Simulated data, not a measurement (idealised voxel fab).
This section sets out a process module, namely voxel tone inversion.
Pictured: cross-section cut, 290 nm wide, on a grid of 5 nm square cells.
Square cells in a grid make up a cross-section in this document, and the grid is given as bands, listed from the top down, each one or more rows of cells. Band: top height; bottom height; in nm. Then, left to right: material with width in nm, for each material. "all across": a single material spanning edge to edge. "blank": empty space. Height is counted from the level 0, under which the received wafer is composed throughout of one material. The lowest of the bands is not closed at the bottom but continues downward, in the notation "top 0, no bottom". Width "30..40": first value at the band's top row of cells, second value at its bottom row, equal change from row to row. A step reported as "remains unaltered" is a step in which no cell of the cross-section changed. "Enclosed void listing" - sealed voids, min. 8 cells, no opening to top; format: width x height at distance (distance from left edge; nm throughout). It should be noted that, on the line of a given step, the content following the step's settings is a remark produced by the simulator itself with respect to that step. overlay nm: how far to the right of its planned place the mask lay on this masked step (negative: to the left).

Planned step list for the process:
step 1: RECEIVE, material Si
step 2: CONFORMAL_DEP, material SiCN, thk nm 10
step 3: DIRECTIONAL_DEP, material aC, thk nm 25
step 4: PATTERN, tone cover, mask id POSTS, material resist, width nm 20, pitch nm 35, thk nm 30, overlay nm 0
step 5: DIRECTIONAL_ETCH, etch materials aC, depth nm 25
step 6: STRIP, etch materials resist
step 7: FILL_DEP, material SiO2, thk nm 10
step 8: CMP, height nm 35
step 9: STRIP, etch materials aC
step 10: CONFORMAL_DEP, material TiN, thk nm 5
step 11: FILL_DEP, material Cu, thk nm 5
step 12: CMP, height nm 35
step 13: CONFORMAL_DEP, material SiN, thk nm 5

Cross-section of the wafer as it came to us, i.e., already through step 1:
  top 0, no bottom = Si all across
  Enclosed void listing: none

As-planned run: cross-section of the first of two wafers at end of module:
  top 40, bottom 35 = SiN all across
  top 35, bottom 15 = SiO2 100 nm; TiN 5 nm; Cu 10 nm; TiN 5 nm; SiO2 15 nm; TiN 5 nm; Cu 10 nm; TiN 5 nm; SiO2 15 nm; TiN 5 nm; Cu 10 nm; TiN 5 nm; SiO2 100 nm
  top 15, bottom 10 = SiO2 100 nm; TiN 20 nm; SiO2 15 nm; TiN 20 nm; SiO2 15 nm; TiN 20 nm; SiO2 100 nm
  top 10, bottom 0 = SiCN all across
  top 0, no bottom = Si all across
  Enclosed void listing: none

Second wafer through the module, sectioned at the end: same beginning and same plan as the first wafer, with one mistake in carrying it out:
  top 40, bottom 35 = SiN all across
  top 35, bottom 25 = SiO2 all across
  top 25, bottom 0 = SiO2 100 nm; aC 20 nm; SiO2 15 nm; aC 20 nm; SiO2 15 nm; aC 20 nm; SiO2 100 nm
  top 0, no bottom = Si all across
  Enclosed void listing: none
What broke from the plan during processing? plan step 2 was not performed, having been skipped
End check, counted in cells, second wafer has more or fewer of these materials than the first: 24 fewer of Cu | 116 fewer of SiCN | 116 more of SiO2 | 36 fewer of TiN | 60 more of aC
